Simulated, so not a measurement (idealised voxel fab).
process module | voxel transistor to metal
This is section cut - it's 215 nm across, gridded in 5 nm square cells.
The cross-sections in this document take the form of a grid made of square cells. They are written out as bands, in order from top to bottom. Each band consists of one or more rows of cells. Basically the band line says how high the top is and how high the bottom is, in nm, and then what's in it from left to right, every material with its width in nm. Empty space shows up as "air", and if a single material carries "throughout" it runs the full band edge to edge. Heads up on the height convention: 0 is the point under which the incoming wafer is all one material, and the lowest band has no bottom, it just keeps going down, like "0 and below". The width entry "30 to 40" should be interpreted row by row: the top row of cells in the band takes the first number, the bottom row takes the second number, and the change between adjacent rows is uniform throughout. "no modifications", as given for a step, is the statement that not any cell of the cross-section underwent a change during that step. So "Enclosed void listing" is basically the list of trapped voids: any empty space of 8 cells or more that can't reach the top through an opening. They're written width x height at distance, the distance being from the left edge, and it's all nm. Note: text after step settings on the step line = simulator remark on that step. overlay nm: for a step with a mask, the amount by which the mask lay right of where it was planned; a negative amount means left of it. The remainder of this document consists of a sequence of paired cross-sections. Each pair presents the cross-section prior to one process step together with the cross-section following it, the latter being rendered only as deep as the lowest band that underwent change. The intervening step, together with its settings, is stated beneath each pair. Because the pairs may originate from different runs of this module on the same starting wafer, a given pair is to be read as continuing from the preceding pair only where its entry headed "Before-step section" so indicates.
-- Before-step section
  0 and below = Si throughout
  Enclosed void listing: none
-- Post-Step Section View
  0 down to -5 = SiO2 throughout
  Rest of section, below -5: as before.
  Enclosed void listing: none
Before/after cross-sections above; step in between: op OXIDIZE | depth nm 5
Before-step section: starting point is the after cross-section of the pair just above.
-- Post-Step Section View
  10 down to 0 = SiN throughout
  Rest of section, below 0: as before.
  Enclosed void listing: none
Before/after cross-sections above; step in between: op CONFORMAL_DEP | material SiN | thk nm 10
Before-step section: starting point is the after cross-section of the pair just above.
-- Post-Step Section View
  25 down to 10 = aC throughout
  Rest of section, below 10: as before.
  Enclosed void listing: none
Before/after cross-sections above; step in between: op DIRECTIONAL_DEP | material aC | thk nm 15
Before-step section: starting point is the after cross-section of the pair just above.
-- Post-Step Section View
  60 down to 25 = 50 nm air, 115 nm resist, 50 nm air
  Rest of section, below 25: as before.
  Enclosed void listing: none
Before/after cross-sections above; step in between: op PATTERN | tone cover | mask id ACTIVE | material resist | width nm 115 | thk nm 35 | overlay nm 0
Before-step section: starting point is the after cross-section of the pair just above.
-- Post-Step Section View
  45 down to 25 = 50 nm air, 115 nm resist, 50 nm air
  25 down to 10 = 50 nm air, 115 nm aC, 50 nm air
  Rest of section, below 10: as before.
  Enclosed void listing: none
Before/after cross-sections above; step in between: op DIRECTIONAL_ETCH | etch materials aC | depth nm 15
Before-step section: starting point is the after cross-section of the pair just above.
-- Post-Step Section View
  25 down to 10 = 50 nm air, 115 nm aC, 50 nm air
  Rest of section, below 10: as before.
  Enclosed void listing: none
Before/after cross-sections above; step in between: op STRIP | etch materials resist
Before-step section: starting point is the after cross-section of the pair just above.
-- Post-Step Section View
  25 down to 10 = 50 nm air, 115 nm aC, 50 nm air
  10 down to 0 = 50 nm air, 115 nm SiN, 50 nm air
  Rest of section, below 0: as before.
  Enclosed void listing: none
Before/after cross-sections above; step in between: op DIRECTIONAL_ETCH | etch materials SiN | depth nm 10
Before-step section: starting point is the after cross-section of the pair just above.
-- Post-Step Section View
  25 down to 10 = 50 nm air, 115 nm aC, 50 nm air
  10 down to 0 = 50 nm air, 115 nm SiN, 50 nm air
  0 down to -5 = 50 nm air, 115 nm SiO2, 50 nm air
  Rest of section, below -5: as before.
  Enclosed void listing: none
Before/after cross-sections above; step in between: op DIRECTIONAL_ETCH | etch materials SiO2 | depth nm 5
Before-step section: starting point is the after cross-section of the pair just above.
-- Post-Step Section View
  25 down to 10 = 50 nm air, 115 nm aC, 50 nm air
  10 down to 0 = 50 nm air, 115 nm SiN, 50 nm air
  0 down to -5 = 50 nm air, 115 nm SiO2, 50 nm air
  -5 down to -30 = 50 nm air, 115 nm Si, 50 nm air
  Rest of section, below -30: as before.
  Enclosed void listing: none
Before/after cross-sections above; step in between: op DIRECTIONAL_ETCH | etch materials Si | depth nm 25
Before-step section: starting point is the after cross-section of the pair just above.
-- Post-Step Section View
  10 down to 0 = 50 nm air, 115 nm SiN, 50 nm air
  Rest of section, below 0: as before.
  Enclosed void listing: none
Before/after cross-sections above; step in between: op STRIP | etch materials aC
Before-step section: starting point is the after cross-section of the pair just above.
-- Post-Step Section View
  25 down to 10 = SiO2 throughout
  10 down to 0 = 50 nm SiO2, 115 nm SiN, 50 nm SiO2
  0 down to -5 = SiO2 throughout
  -5 down to -30 = 50 nm SiO2, 115 nm Si, 50 nm SiO2
  Rest of section, below -30: as before.
  Enclosed void listing: none
Before/after cross-sections above; step in between: op FILL_DEP | material SiO2 | thk nm 15
Before-step section: starting point is the after cross-section of the pair just above.
-- Post-Step Section View
  10 down to 0 = 50 nm SiO2, 115 nm SiN, 50 nm SiO2
  Rest of section, below 0: as before.
  Enclosed void listing: none
Before/after cross-sections above; step in between: op CMP | height nm 10
Before-step section: starting point is the after cross-section of the pair just above.
-- Post-Step Section View
  10 down to 5 = 50 nm air, 115 nm SiN, 50 nm air
  Rest of section, below 5: as before.
  Enclosed void listing: none
Before/after cross-sections above; step in between: op SELECTIVE_ETCH | etch materials SiO2 | depth nm 5
Before-step section: starting point is the after cross-section of the pair just above.
-- Post-Step Section View
  5 down to 0 = 50 nm SiO2, 115 nm air, 50 nm SiO2
  Rest of section, below 0: as before.
  Enclosed void listing: none
Before/after cross-sections above; step in between: op STRIP | etch materials SiN
Before-step section: starting point is the after cross-section of the pair just above.
-- Post-Step Section View
  0 down to -5 = 45 nm SiO2, 125 nm air, 45 nm SiO2
  Rest of section, below -5: as before.
  Enclosed void listing: none
Before/after cross-sections above; step in between: op SELECTIVE_ETCH | etch materials SiO2 | depth nm 5
Before-step section: starting point is the after cross-section of the pair just above.
-- Post-Step Section View
  0 down to -5 = 45 nm SiO2, 125 nm air, 45 nm SiO2
  -5 down to -10 = SiO2 throughout
  Rest of section, below -10: as before.
  Enclosed void listing: none
Before/after cross-sections above; step in between: op OXIDIZE | depth nm 5
Before-step section: starting point is the after cross-section of the pair just above.
-- Post-Step Section View
  20 down to 15 = 45 nm polySi, 125 nm air, 45 nm polySi
  15 down to 0 = polySi throughout
  0 down to -5 = 45 nm SiO2, 125 nm polySi, 45 nm SiO2
  Rest of section, below -5: as before.
  Enclosed void listing: none
Before/after cross-sections above; step in between: op DIRECTIONAL_DEP | material polySi | thk nm 20
Before-step section: starting point is the after cross-section of the pair just above.
-- Post-Step Section View
  35 down to 30 = 45 nm SiCN, 125 nm air, 45 nm SiCN
  30 down to 20 = SiCN throughout
  20 down to 15 = 45 nm polySi, 125 nm SiCN, 45 nm polySi
  Rest of section, below 15: as before.
  Enclosed void listing: none
Before/after cross-sections above; step in between: op DIRECTIONAL_DEP | material SiCN | thk nm 15
Before-step section: starting point is the after cross-section of the pair just above.
-- Post-Step Section View
  30 down to 20 = 95 nm air, 25 nm SiCN, 95 nm air
  20 down to 15 = 45 nm polySi, 50 nm air, 25 nm SiCN, 50 nm air, 45 nm polySi
  Rest of section, below 15: as before.
  Enclosed void listing: none
Before/after cross-sections above; step in between: op MASKED_ETCH | tone cover | mask id GATE | width nm 25 | etch materials SiCN | depth nm 25 | overlay nm 0
Before-step section: starting point is the after cross-section of the pair just above.
-- Post-Step Section View
  30 down to 15 = 95 nm air, 25 nm SiCN, 95 nm air
  15 down to 0 = 95 nm air, 25 nm polySi, 95 nm air
  0 down to -5 = 45 nm SiO2, 50 nm air, 25 nm polySi, 50 nm air, 45 nm SiO2
  Rest of section, below -5: as before.
  Enclosed void listing: none
Before/after cross-sections above; step in between: op MASKED_ETCH | tone cover | mask id GATE | width nm 25 | etch materials polySi | depth nm 30 | overlay nm 0
Before-step section: starting point is the after cross-section of the pair just above.
-- Post-Step Section View
  35 down to 30 = 90 nm air, 35 nm SiO2, 90 nm air
  30 down to 15 = 90 nm air, 5 nm SiO2, 25 nm SiCN, 5 nm SiO2, 90 nm air
  15 down to 5 = 90 nm air, 5 nm SiO2, 25 nm polySi, 5 nm SiO2, 90 nm air
  5 down to 0 = 50 nm SiO2, 40 nm air, 5 nm SiO2, 25 nm polySi, 5 nm SiO2, 40 nm air, 50 nm SiO2
  0 down to -5 = 95 nm SiO2, 25 nm polySi, 95 nm SiO2
  Rest of section, below -5: as before.
  Enclosed void listing: none
Before/after cross-sections above; step in between: op CONFORMAL_DEP | material SiO2 | thk nm 5
Before-step section: starting point is the after cross-section of the pair just above.
-- Post-Step Section View
  30 down to 15 = 90 nm air, 5 nm SiO2, 25 nm SiCN, 5 nm SiO2, 90 nm air
  15 down to 0 = 90 nm air, 5 nm SiO2, 25 nm polySi, 5 nm SiO2, 90 nm air
  0 down to -5 = 50 nm SiO2, 40 nm air, 5 nm SiO2, 25 nm polySi, 5 nm SiO2, 40 nm air, 50 nm SiO2
  Rest of section, below -5: as before.
  Enclosed void listing: none
Before/after cross-sections above; step in between: op DIRECTIONAL_ETCH | etch materials SiO2 | depth nm 5
Before-step section: starting point is the after cross-section of the pair just above.
-- Post-Step Section View
  35 down to 30 = 85 nm air, 45 nm SiN, 85 nm air
  30 down to 15 = 85 nm air, 5 nm SiN, 5 nm SiO2, 25 nm SiCN, 5 nm SiO2, 5 nm SiN, 85 nm air
  15 down to 5 = 85 nm air, 5 nm SiN, 5 nm SiO2, 25 nm polySi, 5 nm SiO2, 5 nm SiN, 85 nm air
  5 down to 0 = 55 nm SiN, 30 nm air, 5 nm SiN, 5 nm SiO2, 25 nm polySi, 5 nm SiO2, 5 nm SiN, 30 nm air, 55 nm SiN
  0 down to -5 = 50 nm SiO2, 40 nm SiN, 5 nm SiO2, 25 nm polySi, 5 nm SiO2, 40 nm SiN, 50 nm SiO2
  Rest of section, below -5: as before.
  Enclosed void listing: none
Before/after cross-sections above; step in between: op CONFORMAL_DEP | material SiN | thk nm 5
Before-step section: starting point is the after cross-section of the pair just above.
-- Post-Step Section View
  30 down to 15 = 85 nm air, 5 nm SiN, 5 nm SiO2, 25 nm SiCN, 5 nm SiO2, 5 nm SiN, 85 nm air
  15 down to 0 = 85 nm air, 5 nm SiN, 5 nm SiO2, 25 nm polySi, 5 nm SiO2, 5 nm SiN, 85 nm air
  0 down to -5 = 50 nm SiO2, 5 nm SiN, 30 nm air, 5 nm SiN, 5 nm SiO2, 25 nm polySi, 5 nm SiO2, 5 nm SiN, 30 nm air, 5 nm SiN, 50 nm SiO2
  Rest of section, below -5: as before.
  Enclosed void listing: none
Before/after cross-sections above; step in between: op DIRECTIONAL_ETCH | etch materials SiN | depth nm 5
Before-step section: starting point is the after cross-section of the pair just above.
-- Post-Step Section View
  30 down to 25 = 85 nm air, 5 nm SiN, 5 nm air, 25 nm SiCN, 5 nm air, 5 nm SiN, 85 nm air
  25 down to 15 = 85 nm air, 5 nm SiN, 5 nm SiO2, 25 nm SiCN, 5 nm SiO2, 5 nm SiN, 85 nm air
  15 down to 0 = 85 nm air, 5 nm SiN, 5 nm SiO2, 25 nm polySi, 5 nm SiO2, 5 nm SiN, 85 nm air
  0 down to -5 = 50 nm air, 5 nm SiN, 30 nm air, 5 nm SiN, 5 nm SiO2, 25 nm polySi, 5 nm SiO2, 5 nm SiN, 30 nm air, 5 nm SiN, 50 nm air
  -5 down to -10 = 55 nm SiO2, 30 nm air, 45 nm SiO2, 30 nm air, 55 nm SiO2
  Rest of section, below -10: as before.
  Enclosed void listing: none
Before/after cross-sections above; step in between: op DIRECTIONAL_ETCH | etch materials SiO2 | depth nm 5
Before-step section: starting point is the after cross-section of the pair just above.
-- Post-Step Section View
  30 down to 25 = 85 nm air, 5 nm SiN, 5 nm air, 25 nm SiCN, 5 nm air, 5 nm SiN, 85 nm air
  25 down to 15 = 85 nm air, 5 nm SiN, 5 nm SiO2, 25 nm SiCN, 5 nm SiO2, 5 nm SiN, 85 nm air
  15 down to 0 = 85 nm air, 5 nm SiN, 5 nm SiO2, 25 nm polySi, 5 nm SiO2, 5 nm SiN, 85 nm air
  0 down to -5 = 50 nm air, 5 nm SiN, 30 nm air, 5 nm SiN, 5 nm SiO2, 25 nm polySi, 5 nm SiO2, 5 nm SiN, 30 nm air, 5 nm SiN, 50 nm air
  -5 down to -10 = 55 nm SiO2, 30 nm air, 45 nm SiO2, 30 nm air, 55 nm SiO2
  -10 down to -25 = 50 nm SiO2, 5 nm Si, 30 nm air, 45 nm Si, 30 nm air, 5 nm Si, 50 nm SiO2
  Rest of section, below -25: as before.
  Enclosed void listing: none
Before/after cross-sections above; step in between: op DIRECTIONAL_ETCH | etch materials Si | depth nm 15
Before-step section: starting point is the after cross-section of the pair just above.
-- Post-Step Section View
  30 down to 25 = 85 nm air, 5 nm SiN, 5 nm air, 25 nm SiCN, 5 nm air, 5 nm SiN, 85 nm air
  25 down to 15 = 85 nm air, 5 nm SiN, 5 nm SiO2, 25 nm SiCN, 5 nm SiO2, 5 nm SiN, 85 nm air
  15 down to 5 = 85 nm air, 5 nm SiN, 5 nm SiO2, 25 nm polySi, 5 nm SiO2, 5 nm SiN, 85 nm air
  5 down to 0 = 50 nm air, 35 nm nSi, 5 nm SiN, 5 nm SiO2, 25 nm polySi, 5 nm SiO2, 5 nm SiN, 35 nm nSi, 50 nm air
  0 down to -5 = 50 nm air, 5 nm SiN, 30 nm nSi, 5 nm SiN, 5 nm SiO2, 25 nm polySi, 5 nm SiO2, 5 nm SiN, 30 nm nSi, 5 nm SiN, 50 nm air
  -5 down to -10 = 55 nm SiO2, 30 nm nSi, 45 nm SiO2, 30 nm nSi, 55 nm SiO2
  -10 down to -25 = 50 nm SiO2, 5 nm Si, 30 nm nSi, 45 nm Si, 30 nm nSi, 5 nm Si, 50 nm SiO2
  Rest of section, below -25: as before.
  Enclosed void listing: none
Before/after cross-sections above; step in between: op EPI | material nSi | thk nm 15
Before-step section: starting point is the after cross-section of the pair just above.
-- Post-Step Section View
  35 down to 30 = SiO2 throughout
  30 down to 15 = 85 nm SiO2, 5 nm SiN, 5 nm SiO2, 25 nm SiCN, 5 nm SiO2, 5 nm SiN, 85 nm SiO2
  15 down to 5 = 85 nm SiO2, 5 nm SiN, 5 nm SiO2, 25 nm polySi, 5 nm SiO2, 5 nm SiN, 85 nm SiO2
  5 down to 0 = 50 nm SiO2, 35 nm nSi, 5 nm SiN, 5 nm SiO2, 25 nm polySi, 5 nm SiO2, 5 nm SiN, 35 nm nSi, 50 nm SiO2
  0 down to -5 = 50 nm SiO2, 5 nm SiN, 30 nm nSi, 5 nm SiN, 5 nm SiO2, 25 nm polySi, 5 nm SiO2, 5 nm SiN, 30 nm nSi, 5 nm SiN, 50 nm SiO2
  Rest of section, below -5: as before.
  Enclosed void listing: none
Before/after cross-sections above; step in between: op FILL_DEP | material SiO2 | thk nm 5
Before-step section: starting point is the after cross-section of the pair just above.
-- Post-Step Section View
  30 down to 15 = 85 nm SiO2, 5 nm SiN, 5 nm SiO2, 25 nm SiCN, 5 nm SiO2, 5 nm SiN, 85 nm SiO2
  Rest of section, below 15: as before.
  Enclosed void listing: none
Before/after cross-sections above; step in between: op CMP | height nm 30
Before-step section: starting point is the after cross-section of the pair just above.
-- Post-Step Section View
  45 down to 30 = SiO2 throughout
  Rest of section, below 30: as before.
  Enclosed void listing: none
Before/after cross-sections above; step in between: op DIRECTIONAL_DEP | material SiO2 | thk nm 15
Before-step section: starting point is the after cross-section of the pair just above.
-- Post-Step Section View
  60 down to 45 = 60 nm resist, 20 nm air, 55 nm resist, 20 nm air, 60 nm resist
  Rest of section, below 45: as before.
  Enclosed void listing: none
Before/after cross-sections above; step in between: op PATTERN | tone open | mask id CONTACT | material resist | width nm 20 | pitch nm 75 | thk nm 15 | overlay nm 0
Before-step section: starting point is the after cross-section of the pair just above.
-- Post-Step Section View
  60 down to 45 = 60 nm resist, 20 nm air, 55 nm resist, 20 nm air, 60 nm resist
  45 down to 30 = 60 nm SiO2, 20 nm air, 55 nm SiO2, 20 nm air, 60 nm SiO2
  30 down to 15 = 60 nm SiO2, 20 nm air, 5 nm SiO2, 5 nm SiN, 5 nm SiO2, 25 nm SiCN, 5 nm SiO2, 5 nm SiN, 5 nm SiO2, 20 nm air, 60 nm SiO2
  15 down to 5 = 60 nm SiO2, 20 nm air, 5 nm SiO2, 5 nm SiN, 5 nm SiO2, 25 nm polySi, 5 nm SiO2, 5 nm SiN, 5 nm SiO2, 20 nm air, 60 nm SiO2
  Rest of section, below 5: as before.
  Enclosed void listing: none
Before/after cross-sections above; step in between: op DIRECTIONAL_ETCH | etch materials SiO2 | depth nm 40
Before-step section: starting point is the after cross-section of the pair just above.
-- Post-Step Section View
  45 down to 30 = 60 nm SiO2, 20 nm air, 55 nm SiO2, 20 nm air, 60 nm SiO2
  Rest of section, below 30: as before.
  Enclosed void listing: none
Before/after cross-sections above; step in between: op STRIP | etch materials resist
Before-step section: starting point is the after cross-section of the pair just above.
-- Post-Step Section View
  50 down to 45 = 65 nm TiN, 10 nm air, 65 nm TiN, 10 nm air, 65 nm TiN
  45 down to 30 = 60 nm SiO2, 5 nm TiN, 10 nm air, 5 nm TiN, 55 nm SiO2, 5 nm TiN, 10 nm air, 5 nm TiN, 60 nm SiO2
  30 down to 15 = 60 nm SiO2, 5 nm TiN, 10 nm air, 5 nm TiN, 5 nm SiO2, 5 nm SiN, 5 nm SiO2, 25 nm SiCN, 5 nm SiO2, 5 nm SiN, 5 nm SiO2, 5 nm TiN, 10 nm air, 5 nm TiN, 60 nm SiO2
  15 down to 10 = 60 nm SiO2, 5 nm TiN, 10 nm air, 5 nm TiN, 5 nm SiO2, 5 nm SiN, 5 nm SiO2, 25 nm polySi, 5 nm SiO2, 5 nm SiN, 5 nm SiO2, 5 nm TiN, 10 nm air, 5 nm TiN, 60 nm SiO2
  10 down to 5 = 60 nm SiO2, 20 nm TiN, 5 nm SiO2, 5 nm SiN, 5 nm SiO2, 25 nm polySi, 5 nm SiO2, 5 nm SiN, 5 nm SiO2, 20 nm TiN, 60 nm SiO2
  Rest of section, below 5: as before.
  Enclosed void listing: none
Before/after cross-sections above; step in between: op CONFORMAL_DEP | material TiN | thk nm 5
Before-step section: starting point is the after cross-section of the pair just above.
-- Post-Step Section View
  60 down to 50 = Ru throughout
  50 down to 45 = 65 nm TiN, 10 nm Ru, 65 nm TiN, 10 nm Ru, 65 nm TiN
  45 down to 30 = 60 nm SiO2, 5 nm TiN, 10 nm Ru, 5 nm TiN, 55 nm SiO2, 5 nm TiN, 10 nm Ru, 5 nm TiN, 60 nm SiO2
  30 down to 15 = 60 nm SiO2, 5 nm TiN, 10 nm Ru, 5 nm TiN, 5 nm SiO2, 5 nm SiN, 5 nm SiO2, 25 nm SiCN, 5 nm SiO2, 5 nm SiN, 5 nm SiO2, 5 nm TiN, 10 nm Ru, 5 nm TiN, 60 nm SiO2
  15 down to 10 = 60 nm SiO2, 5 nm TiN, 10 nm Ru, 5 nm TiN, 5 nm SiO2, 5 nm SiN, 5 nm SiO2, 25 nm polySi, 5 nm SiO2, 5 nm SiN, 5 nm SiO2, 5 nm TiN, 10 nm Ru, 5 nm TiN, 60 nm SiO2
  Rest of section, below 10: as before.
  Enclosed void listing: none
Before/after cross-sections above; step in between: op FILL_DEP | material Ru | thk nm 10
Before-step section: starting point is the after cross-section of the pair just above.
-- Post-Step Section View
  45 down to 30 = 60 nm SiO2, 5 nm TiN, 10 nm Ru, 5 nm TiN, 55 nm SiO2, 5 nm TiN, 10 nm Ru, 5 nm TiN, 60 nm SiO2
  Rest of section, below 30: as before.
  Enclosed void listing: none
Before/after cross-sections above; step in between: op CMP | height nm 45
Before-step section: starting point is the after cross-section of the pair just above.
-- Post-Step Section View
  50 down to 45 = TiN throughout
  Rest of section, below 45: as before.
  Enclosed void listing: none
Before/after cross-sections above; step in between: op DIRECTIONAL_DEP | material TiN | thk nm 5
Before-step section: starting point is the after cross-section of the pair just above.
-- Post-Step Section View
  65 down to 50 = Ru throughout
  Rest of section, below 50: as before.
  Enclosed void listing: none
Before/after cross-sections above; step in between: op DIRECTIONAL_DEP | material Ru | thk nm 15
Before-step section: starting point is the after cross-section of the pair just above.
-- Post-Step Section View
  75 down to 65 = aC throughout
  Rest of section, below 65: as before.
  Enclosed void listing: none
Before/after cross-sections above; step in between: op DIRECTIONAL_DEP | material aC | thk nm 10
Before-step section: starting point is the after cross-section of the pair just above.
-- Post-Step Section View
  100 down to 75 = 60 nm air, 20 nm resist, 55 nm air, 20 nm resist, 60 nm air
  Rest of section, below 75: as before.
  Enclosed void listing: none
Before/after cross-sections above; step in between: op PATTERN | tone cover | mask id METAL_1 | material resist | width nm 20 | pitch nm 75 | thk nm 25 | overlay nm 0
Before-step section: starting point is the after cross-section of the pair just above.
-- Post-Step Section View
  90 down to 75 = 60 nm air, 20 nm resist, 55 nm air, 20 nm resist, 60 nm air
  75 down to 65 = 60 nm air, 20 nm aC, 55 nm air, 20 nm aC, 60 nm air
  Rest of section, below 65: as before.
  Enclosed void listing: none
Before/after cross-sections above; step in between: op DIRECTIONAL_ETCH | etch materials aC | depth nm 10
Before-step section: starting point is the after cross-section of the pair just above.
-- Post-Step Section View
  75 down to 65 = 60 nm air, 20 nm aC, 55 nm air, 20 nm aC, 60 nm air
  Rest of section, below 65: as before.
  Enclosed void listing: none
Before/after cross-sections above; step in between: op STRIP | etch materials resist
Before-step section: starting point is the after cross-section of the pair just above.
-- Post-Step Section View
  75 down to 65 = 60 nm air, 20 nm aC, 55 nm air, 20 nm aC, 60 nm air
  65 down to 50 = 60 nm air, 20 nm Ru, 55 nm air, 20 nm Ru, 60 nm air
  Rest of section, below 50: as before.
  Enclosed void listing: none
Before/after cross-sections above; step in between: op DIRECTIONAL_ETCH | etch materials Ru | depth nm 15
Before-step section: starting point is the after cross-section of the pair just above.
-- Post-Step Section View
  75 down to 65 = 60 nm air, 20 nm aC, 55 nm air, 20 nm aC, 60 nm air
  65 down to 50 = 60 nm air, 20 nm Ru, 55 nm air, 20 nm Ru, 60 nm air
  50 down to 45 = 60 nm air, 20 nm TiN, 55 nm air, 20 nm TiN, 60 nm air
  Rest of section, below 45: as before.
  Enclosed void listing: none
Before/after cross-sections above; step in between: op DIRECTIONAL_ETCH | etch materials TiN | depth nm 5
Before-step section: starting point is the after cross-section of the pair just above.
-- Post-Step Section View
  65 down to 50 = 60 nm air, 20 nm Ru, 55 nm air, 20 nm Ru, 60 nm air
  Rest of section, below 50: as before.
  Enclosed void listing: none
Before/after cross-sections above; step in between: op STRIP | etch materials aC
Before-step section: starting point is the after cross-section of the pair just above.
-- Post-Step Section View
  75 down to 65 = lowk throughout
  65 down to 50 = 60 nm lowk, 20 nm Ru, 55 nm lowk, 20 nm Ru, 60 nm lowk
  50 down to 45 = 60 nm lowk, 20 nm TiN, 55 nm lowk, 20 nm TiN, 60 nm lowk
  Rest of section, below 45: as before.
  Enclosed void listing: none
Before/after cross-sections above; step in between: op FILL_DEP | material lowk | thk nm 10
Before-step section: starting point is the after cross-section of the pair just above.
-- Post-Step Section View
  65 down to 50 = 60 nm lowk, 20 nm Ru, 55 nm lowk, 20 nm Ru, 60 nm lowk
  Rest of section, below 50: as before.
  Enclosed void listing: none
Before/after cross-sections above; step in between: op CMP | height nm 65
Before-step section: starting point is the after cross-section of the pair just above.
-- Post-Step Section View
  70 down to 65 = SiN throughout
  Rest of section, below 65: as before.
  Enclosed void listing: none
Before/after cross-sections above; step in between: op CONFORMAL_DEP | material SiN | thk nm 5
-- Before-step section
  25 down to 10 = SiO2 throughout
  10 down to 0 = 50 nm SiO2, 115 nm SiN, 50 nm SiO2
  0 down to -5 = SiO2 throughout
  -5 down to -30 = 50 nm SiO2, 115 nm Si, 50 nm SiO2
  -30 and below = Si throughout
  Enclosed void listing: none
-- Post-Step Section View
  20 down to 10 = SiO2 throughout
  Rest of section, below 10: as before.
  Enclosed void listing: none
Before/after cross-sections above; step in between: op SELECTIVE_ETCH | etch materials SiO2 | depth nm 5
Before-step section: starting point is the after cross-section of the pair just above.
-- Post-Step Section View
  15 down to 10 = SiO2 throughout
  Rest of section, below 10: as before.
  Enclosed void listing: none
Before/after cross-sections above; step in between: op SELECTIVE_ETCH | etch materials SiO2 | depth nm 5
Before-step section: starting point is the after cross-section of the pair just above.
-- Post-Step Section View
  35 down to 15 = polySi throughout
  Rest of section, below 15: as before.
  Enclosed void listing: none
Before/after cross-sections above; step in between: op DIRECTIONAL_DEP | material polySi | thk nm 20
Before-step section: starting point is the after cross-section of the pair just above.
-- Post-Step Section View
  50 down to 35 = SiCN throughout
  Rest of section, below 35: as before.
  Enclosed void listing: none
Before/after cross-sections above; step in between: op DIRECTIONAL_DEP | material SiCN | thk nm 15
Before-step section: starting point is the after cross-section of the pair just above.
-- Post-Step Section View
  50 down to 35 = 95 nm air, 25 nm SiCN, 95 nm air
  Rest of section, below 35: as before.
  Enclosed void listing: none
Before/after cross-sections above; step in between: op MASKED_ETCH | tone cover | mask id GATE | width nm 25 | etch materials SiCN | depth nm 25 | overlay nm 0
Before-step section: starting point is the after cross-section of the pair just above.
-- Post-Step Section View
  50 down to 35 = 95 nm air, 25 nm SiCN, 95 nm air
  35 down to 15 = 95 nm air, 25 nm polySi, 95 nm air
  Rest of section, below 15: as before.
  Enclosed void listing: none
Before/after cross-sections above; step in between: op MASKED_ETCH | tone cover | mask id GATE | width nm 25 | etch materials polySi | depth nm 30 | overlay nm 0
Before-step section: starting point is the after cross-section of the pair just above.
-- Post-Step Section View
  55 down to 50 = 90 nm air, 35 nm SiO2, 90 nm air
  50 down to 35 = 90 nm air, 5 nm SiO2, 25 nm SiCN, 5 nm SiO2, 90 nm air
  35 down to 20 = 90 nm air, 5 nm SiO2, 25 nm polySi, 5 nm SiO2, 90 nm air
  20 down to 15 = 95 nm SiO2, 25 nm polySi, 95 nm SiO2
  Rest of section, below 15: as before.
  Enclosed void listing: none
Before/after cross-sections above; step in between: op CONFORMAL_DEP | material SiO2 | thk nm 5
Before-step section: starting point is the after cross-section of the pair just above.
-- Post-Step Section View
  50 down to 35 = 90 nm air, 5 nm SiO2, 25 nm SiCN, 5 nm SiO2, 90 nm air
  35 down to 15 = 90 nm air, 5 nm SiO2, 25 nm polySi, 5 nm SiO2, 90 nm air
  Rest of section, below 15: as before.
  Enclosed void listing: none
Before/after cross-sections above; step in between: op DIRECTIONAL_ETCH | etch materials SiO2 | depth nm 5
Before-step section: starting point is the after cross-section of the pair just above.
-- Post-Step Section View
  55 down to 50 = 85 nm air, 45 nm SiN, 85 nm air
  50 down to 35 = 85 nm air, 5 nm SiN, 5 nm SiO2, 25 nm SiCN, 5 nm SiO2, 5 nm SiN, 85 nm air
  35 down to 20 = 85 nm air, 5 nm SiN, 5 nm SiO2, 25 nm polySi, 5 nm SiO2, 5 nm SiN, 85 nm air
  20 down to 15 = 90 nm SiN, 5 nm SiO2, 25 nm polySi, 5 nm SiO2, 90 nm SiN
  Rest of section, below 15: as before.
  Enclosed void listing: none
Before/after cross-sections above; step in between: op CONFORMAL_DEP | material SiN | thk nm 5
Before-step section: starting point is the after cross-section of the pair just above.
-- Post-Step Section View
  50 down to 35 = 85 nm air, 5 nm SiN, 5 nm SiO2, 25 nm SiCN, 5 nm SiO2, 5 nm SiN, 85 nm air
  35 down to 15 = 85 nm air, 5 nm SiN, 5 nm SiO2, 25 nm polySi, 5 nm SiO2, 5 nm SiN, 85 nm air
  Rest of section, below 15: as before.
  Enclosed void listing: none
Before/after cross-sections above; step in between: op DIRECTIONAL_ETCH | etch materials SiN | depth nm 5
Before-step section: starting point is the after cross-section of the pair just above.
-- Post-Step Section View
  50 down to 45 = 85 nm air, 5 nm SiN, 5 nm air, 25 nm SiCN, 5 nm air, 5 nm SiN, 85 nm air
  45 down to 35 = 85 nm air, 5 nm SiN, 5 nm SiO2, 25 nm SiCN, 5 nm SiO2, 5 nm SiN, 85 nm air
  35 down to 15 = 85 nm air, 5 nm SiN, 5 nm SiO2, 25 nm polySi, 5 nm SiO2, 5 nm SiN, 85 nm air
  15 down to 10 = 85 nm air, 45 nm SiO2, 85 nm air
  Rest of section, below 10: as before.
  Enclosed void listing: none
Before/after cross-sections above; step in between: op DIRECTIONAL_ETCH | etch materials SiO2 | depth nm 5
Before-step section: starting point is the after cross-section of the pair just above.
-- Post-Step Section View
  55 down to 50 = SiO2 throughout
  50 down to 35 = 85 nm SiO2, 5 nm SiN, 5 nm SiO2, 25 nm SiCN, 5 nm SiO2, 5 nm SiN, 85 nm SiO2
  35 down to 15 = 85 nm SiO2, 5 nm SiN, 5 nm SiO2, 25 nm polySi, 5 nm SiO2, 5 nm SiN, 85 nm SiO2
  15 down to 10 = SiO2 throughout
  Rest of section, below 10: as before.
  Enclosed void listing: none
Before/after cross-sections above; step in between: op FILL_DEP | material SiO2 | thk nm 5
Before-step section: starting point is the after cross-section of the pair just above.
-- Post-Step Section View
  30 down to 15 = 85 nm SiO2, 5 nm SiN, 5 nm SiO2, 25 nm polySi, 5 nm SiO2, 5 nm SiN, 85 nm SiO2
  Rest of section, below 15: as before.
  Enclosed void listing: none
Before/after cross-sections above; step in between: op CMP | height nm 30
Before-step section: starting point is the after cross-section of the pair just above.
-- Post-Step Section View
  45 down to 30 = SiO2 throughout
  Rest of section, below 30: as before.
  Enclosed void listing: none
Before/after cross-sections above; step in between: op DIRECTIONAL_DEP | material SiO2 | thk nm 15
Before-step section: starting point is the after cross-section of the pair just above.
-- Post-Step Section View
  60 down to 45 = 60 nm resist, 20 nm air, 55 nm resist, 20 nm air, 60 nm resist
  Rest of section, below 45: as before.
  Enclosed void listing: none
Before/after cross-sections above; step in between: op PATTERN | tone open | mask id CONTACT | material resist | width nm 20 | pitch nm 75 | thk nm 15 | overlay nm 0
